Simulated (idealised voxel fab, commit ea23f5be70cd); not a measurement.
The document below concerns the process module designated voxel tone inversion.
Square cell edge 5 nm, section width 140 nm, ID cut.
Cross-section format: a grid of square cells, given as bands from top to bottom; each band is one or more rows of cells.
Each band's line starts with the height of the band's top and of its bottom, in nm. Then come its materials from left to right, each with its width in nm. One material with "throughout" fills the band from edge to edge. "empty" is empty space.
Note: height 0 marks the level under which the wafer is uniformly one material as received. Lowest band unbounded below, written "0 down".
You'd read "30 to 40" like this: the band's top row of cells is as wide as the first number, its bottom row is as wide as the second, and going down, every row changes width by the same amount as the row before did.
Reading "no alterations made" for a step: not a cell of the cross-section changed in it.
Reported under the label "Trapped void list" are the empty spaces having no open way to the top and comprising 8 cells or more; the notation for each is width x height at distance, in which the distance is measured from the left edge and all three values are in nm.
after a step's settings: what the simulator itself notes on the step
"overlay nm" denotes, for a step that has a mask, the displacement of the mask to the right of its planned place, with negative values corresponding to the left.

### List of planned process steps
- 1: RECEIVE | material Si
- 2: CONFORMAL_DEP | material SiCN | thk nm 10
- 3: DIRECTIONAL_DEP | material aC | thk nm 20
- 4: PATTERN | tone cover | mask id POSTS | material resist | width nm 15 | pitch nm 45 | thk nm 30 | overlay nm 0
- 5: DIRECTIONAL_ETCH | etch materials aC | depth nm 20
- 6: STRIP | etch materials resist
- 7: FILL_DEP | material lowk | thk nm 5
- 8: CMP | height nm 30
- 9: STRIP | etch materials aC

### First of two wafers: run as planned

### Here's what the wafer looked like in cross-section when it arrived - that's after step 1
  0 down = Si throughout
  Trapped void list: none

### You're looking at a cross-section of the wafer after step 2
  10 to 0 = SiCN throughout
  Under 0: no change, same as before.

### You're looking at a cross-section of the wafer after step 3
  30 to 10 = aC throughout
  Under 10: no change, same as before.

### You're looking at a cross-section of the wafer after step 4
  60 to 30 = 40 nm empty; 15 nm resist; 30 nm empty; 15 nm resist; 40 nm empty
  Under 30: no change, same as before.

### You're looking at a cross-section of the wafer after step 5
  40 to 30 = 40 nm empty; 15 nm resist; 30 nm empty; 15 nm resist; 40 nm empty
  30 to 10 = 40 nm empty; 15 nm aC; 30 nm empty; 15 nm aC; 40 nm empty
  Under 10: no change, same as before.

### You're looking at a cross-section of the wafer after step 6
  30 to 10 = 40 nm empty; 15 nm aC; 30 nm empty; 15 nm aC; 40 nm empty
  Under 10: no change, same as before.

### You're looking at a cross-section of the wafer after step 7
  35 to 30 = lowk throughout
  30 to 10 = 40 nm lowk; 15 nm aC; 30 nm lowk; 15 nm aC; 40 nm lowk
  Under 10: no change, same as before.

### You're looking at a cross-section of the wafer after step 8
  30 to 10 = 40 nm lowk; 15 nm aC; 30 nm lowk; 15 nm aC; 40 nm lowk
  Under 10: no change, same as before.

### You're looking at a cross-section of the wafer after step 9
  30 to 10 = 40 nm lowk; 15 nm empty; 30 nm lowk; 15 nm empty; 40 nm lowk
  Under 10: no change, same as before.

### Second wafer - shared start and plan with the first - one error in running - same as the first up to step 7 inclusive

### The second wafer cut through, at the time step 8 was supposed to be finished
  30 to 10 = 40 nm lowk; 15 nm aC; 30 nm lowk; 15 nm aC; 40 nm lowk
  Under 10: no change, same as before.

### The second wafer cut through, at the time step 9 was supposed to be finished
  30 to 10 = 40 nm lowk; 15 nm empty; 30 nm lowk; 15 nm empty; 40 nm lowk
  Under 10: no change, same as before.
Want to know what went wrong? step 8 from the plan got run twice
If you compare the two wafers at the end, their cross-sections are the same, so as far as this model is concerned the mistake changes nothing.
